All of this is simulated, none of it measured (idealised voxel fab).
Process module under the name voxel self aligned contacts
This is section cut - it's 185 nm across, gridded in 5 nm square cells.
Cross-section, as written here: a square-cell grid given band by band from the top down, where a band holds one or more rows of cells.
Heights first: top, then bottom, in nm. Then materials, left to right, each with a width in nm. "edge to edge" on a single material: fills the band edge to edge. "empty": empty space.
Heights from 0 (as-received wafer is one material below). Bottom band endless downward, as "z 0 and below".
Per-row width for "30->40": begins at first number (top row of band), ends at second number (bottom row), increment between rows held constant.
"no change occurred" for a step: no cell of the cross-section changed in that step.
Empty spaces without an open route to the top, at least 8 cells in extent, make up the entry "Closed internal cavities"; each is given as width x height at distance, where the distance is measured from the left edge, and all are in nm.
Text after the settings on a step's line: the simulator's own remark on that step.
overlay nm: mask right of planned place by this much (step with mask). Neg. = left.
The steps planned for the process are as follows:
step 1: op RECEIVE | material Si
step 2: op CONFORMAL_DEP | material SiO2 | thk nm 5
step 3: op DIRECTIONAL_DEP | material polySi | thk nm 25
step 4: op DIRECTIONAL_DEP | material SiN | thk nm 20
step 5: op PATTERN | tone cover | mask id GATE | material resist | width nm 25 | pitch nm 60 | thk nm 20 | overlay nm 0
step 6: op DIRECTIONAL_ETCH | etch materials SiN | depth nm 20
step 7: op DIRECTIONAL_ETCH | etch materials polySi | depth nm 25
step 8: op STRIP | etch materials resist
step 9: op CONFORMAL_DEP | material SiN | thk nm 5
step 10: op DIRECTIONAL_ETCH | etch materials SiN | depth nm 5
step 11: op FILL_DEP | material SiO2 | thk nm 20
step 12: op CMP | height nm 60
step 13: op PATTERN | tone open | mask id CONTACT | material resist | width nm 45 | pitch nm 60 | thk nm 15 | overlay nm 0
step 14: op DIRECTIONAL_ETCH | etch materials SiO2 | depth nm 60
step 15: op STRIP | etch materials resist
step 16: op CONFORMAL_DEP | material TiN | thk nm 5
step 17: op FILL_DEP | material Ru | thk nm 10
step 18: op CMP | height nm 60
step 19: op CONFORMAL_DEP | material SiCN | thk nm 5
As-received state of the wafer in cross-section, equivalent to post-step 1:
- z 0 and below = Si edge to edge
- Closed internal cavities: none
Cross-section at module end, one run error; start and plan unchanged from above:
- z 65 to 60 = SiCN edge to edge
- z 60 to 55 = SiO2 15, SiN 35, TiN 5, Ru 15, TiN 5, SiN 35, TiN 5, Ru 15, TiN 5, SiN 35, SiO2 15
- z 55 to 50 = SiO2 15, SiN 35, TiN 25, SiN 35, TiN 25, SiN 35, SiO2 15
- z 50 to 30 = SiN edge to edge
- z 30 to 5 = polySi edge to edge
- z 5 to 0 = SiO2 edge to edge
- z 0 and below = Si edge to edge
- Closed internal cavities: none
Against the plan, the run slipped here: step 4 of the plan saw execution twice
